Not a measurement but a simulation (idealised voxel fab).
Title: Process Module voxel released beams
It is cross-section cut that appears here, measuring 145 nm in width, its square cells being 5 nm in size.
Throughout this document, each cross-section is represented as a grid of square cells and is presented as a sequence of bands enumerated from the top downward, where a band comprises one or more rows of cells.
The band entry comprises the height of the band's top followed by the height of its bottom, expressed in nm, and subsequently the band's materials from left to right, each stated together with its width in nm. Where a single material is marked with the word "throughout", that material fills the band from edge to edge. The word "empty" represents empty space.
Height reference: 0 = level under which incoming wafer is all one material. Lowest band: no bottom, runs on downward, e.g. "top 0, no bottom".
It should be noted that a width expressed as "30 to 40" varies in equal increments from row to row of cells within the band, taking the value of the first number at the top row and that of the second number at the bottom row.
"stayed the same" means the step left every cell of the cross-section as it was.
"Enclosed void inventory" means: voids of 8 cells or more that are shut off from the top with no open way through. Written width x height at distance, distance from the left edge, in nm.
Step line, after settings: the simulator's comment on this step.
For masked steps, "overlay nm" on the step line gives how far right of plan the mask actually lay; a minus sign means it lay to the left.

-- These are the steps we planned for the process
1) RECEIVE | material Si
2) CONFORMAL_DEP | material Al2O3 | thk nm 5
3) DIRECTIONAL_DEP | material SiO2 | thk nm 15
4) PATTERN | tone open | mask id ANCHOR | material resist | width nm 45 | thk nm 15 | overlay nm 0
5) DIRECTIONAL_ETCH | etch materials SiO2 | depth nm 15
6) STRIP | etch materials resist
7) CONFORMAL_DEP | material W | thk nm 15
8) MASKED_ETCH | tone cover | mask id BEAM | width nm 95 | etch materials W | depth nm 15 | overlay nm 0
9) STRIP | etch materials SiO2

-- Here's what the wafer looked like in cross-section when it arrived - that's after step 1
    top 0, no bottom  Si throughout
    Enclosed void inventory: none

-- First of two wafers at the end of the module, shown in cross-section; run carried out as planned
    top 35, bottom 20  empty=20; W=20; empty=15; W=60; empty=30
    top 20, bottom 5  empty=25; W=45; empty=75
    top 5, bottom 0  Al2O3 throughout
    top 0, no bottom  Si throughout
    Enclosed void inventory: none

-- Wafer two (of two), end-of-module cross-section: start = wafer one, plan = wafer one, one run mistake
    top 35, bottom 20  empty=25; W=15; empty=15; W=65; empty=25
    top 20, bottom 5  empty=25; W=45; empty=75
    top 5, bottom 0  Al2O3 throughout
    top 0, no bottom  Si throughout
    Enclosed void inventory: none
Against the plan, the run slipped here: step 8 off recipe, ran as MASKED_ETCH | tone cover | mask id BEAM | width nm 95 | etch materials W | depth nm 15 | overlay nm 5
At the end, the second wafer has the same number of cells of each material as the first, but those cells sit in other places.
